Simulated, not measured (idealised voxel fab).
Herein follows the process module entitled voxel spacer lines.
Displayed cross-section: cut, width of 175 nm, square cells sized 5 nm.
A cross-section is written here as square cells arranged in a grid, and it is given in bands from the top down, each band taking up one or more rows of cells.
A band entry consists of two parts. The first gives the height of the band's top and the height of its bottom, in nm. The rest lists the band's materials from left to right, each with its width in nm. A single material labelled with the word "throughout" fills the band from edge to edge, and the word "air" marks empty space.
Heights are reckoned from 0. Under this level, the received wafer is all of one material. The bottommost band is open-ended downward, for example "from 0 down".
You'd read "30 to 40" like this: the band's top row of cells is as wide as the first number, its bottom row is as wide as the second, and going down, every row changes width by the same amount as the row before did.
What does "nothing different" mean for a step? It means no cell of the cross-section changed in that step.
Encapsulated voids: empty space of 8 cells or more with no open way to the top, each as width x height at its distance from the left edge, in nm
Heads up: the bit after the settings on a step's line is the simulator's remark on that step.
The "overlay nm" setting may appear on a step's line; for a step that uses a mask, it gives how far to the right of its planned position the mask lay, and a negative value indicates the left.

This section lists the process steps that were planned
1) RECEIVE (material Si)
2) CONFORMAL_DEP (material Al2O3; thk nm 10)
3) DIRECTIONAL_DEP (material TiN; thk nm 10)
4) DIRECTIONAL_DEP (material aC; thk nm 30)
5) PATTERN (tone cover; mask id MANDREL; material resist; width nm 20; pitch nm 60; thk nm 40; overlay nm 0)
6) DIRECTIONAL_ETCH (etch materials aC; depth nm 30)
7) STRIP (etch materials resist)
8) CONFORMAL_DEP (material SiN; thk nm 10)
9) DIRECTIONAL_ETCH (etch materials SiN; depth nm 10)
10) STRIP (etch materials aC)
11) DIRECTIONAL_ETCH (etch materials TiN; depth nm 10)
12) STRIP (etch materials SiN)

Shown in cross-section is the wafer as received, that is, as it stands after step 1
    from 0 down = Si throughout
    Encapsulated voids: none

Run as planned - first of the two wafers cross-sectioned at the end of the module
    from 20 to 10 = 35 air  10 TiN  20 air  10 TiN  20 air  10 TiN  20 air  10 TiN  40 air
    from 10 to 0 = Al2O3 throughout
    from 0 down = Si throughout
    Encapsulated voids: none

What the second wafer looks like in cross-section once the module is done. Its start and its plan matched the first wafer's exactly; what differed was one mistake in how it was run
    from 10 to 0 = 35 air  10 TiN  20 air  10 TiN  20 air  10 TiN  20 air  10 TiN  40 air
    from 0 down = Si throughout
    Encapsulated voids: none
In executing the process, a mistake was made relative to the plan: step 2 of the plan got skipped, so it never ran
Per the end-of-run cell counts, the second wafer holds more or fewer of some materials than the first: -70 Al2O3
